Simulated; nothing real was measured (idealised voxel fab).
Presented below is a process module, voxel double patterning.
The figure presents cross-section cut, which has a width of 175 nm and is divided into square cells with an edge length of 5 nm.
A cross-section is written here as square cells arranged in a grid, and it is given in bands from the top down, each band taking up one or more rows of cells.
It is stipulated that each band's entry specify, in nanometres, the height of the top of the band and then that of its bottom, followed by the materials of the band in left-to-right sequence, each together with its width in nanometres. A single material marked by the word "edge to edge" is understood to fill the band from edge to edge; the word "blank" is understood to denote empty space.
Height is counted from the level 0, under which the received wafer is composed throughout of one material. The lowest of the bands is not closed at the bottom but continues downward, in the notation "0 and below".
Width "30->40": first value at the band's top row of cells, second value at its bottom row, equal change from row to row.
Reading "no alterations made" for a step: not a cell of the cross-section changed in it.
Any empty space of 8 cells or more lacking an open way to the top shows up in "Voids lacking openings" as width x height at distance, distance from the left edge, in nm.
Past the settings on a step's line: simulator remark, on that step.
The line of a step may include "overlay nm". On a step with a mask, this value is how far to the right of its planned place the mask lay. A negative value means the mask lay to the left.
# Here's what the planned process steps look like
| 1 | RECEIVE [material Si] |
| 2 | CONFORMAL_DEP [material SiN] [thk nm 5] |
| 3 | DIRECTIONAL_DEP [material SiO2] [thk nm 20] |
| 4 | DIRECTIONAL_DEP [material SiCN] [thk nm 5] |
| 5 | DIRECTIONAL_DEP [material aC] [thk nm 15] |
| 6 | PATTERN [tone open] [mask id FIRST] [material resist] [width nm 15] [pitch nm 50] [thk nm 30] [overlay nm 0] |
| 7 | DIRECTIONAL_ETCH [etch materials aC] [depth nm 15] |
| 8 | STRIP [etch materials resist] |
| 9 | DIRECTIONAL_ETCH [etch materials SiCN] [depth nm 5] |
| 10 | STRIP [etch materials aC] |
| 11 | DIRECTIONAL_DEP [material aC] [thk nm 10] |
| 12 | PATTERN [tone open] [mask id SECOND] [material resist] [width nm 15] [thk nm 30] [overlay nm 0] |
| 13 | DIRECTIONAL_ETCH [etch materials aC] [depth nm 10] |
| 14 | STRIP [etch materials resist] |
| 15 | DIRECTIONAL_ETCH [etch materials SiCN] [depth nm 5] |
| 16 | STRIP [etch materials aC] |
| 17 | DIRECTIONAL_ETCH [etch materials SiO2] [depth nm 20] |
| 18 | STRIP [etch materials SiCN] |
It is noted that the wafers described herein are identical at the outset and are distinguished by the width nm of step 6; the value stated in the plan corresponds to the first wafer.
# After step 1, as received: first of several wafers, cross-section
	0 and below | Si edge to edge
	Voids lacking openings: none
# Each row below is a wafer at the end of the module, listing for every material the number of cells it has gained (+) or lost (-) since it was received, followed by its closed voids
width nm 15 | +35 SiN | +104 SiO2 | Voids lacking openings: none
width nm 20 | +35 SiN | +96 SiO2 | Voids lacking openings: none
width nm 25 | +35 SiN | +88 SiO2 | Voids lacking openings: none
width nm 30 | +35 SiN | +80 SiO2 | Voids lacking openings: none
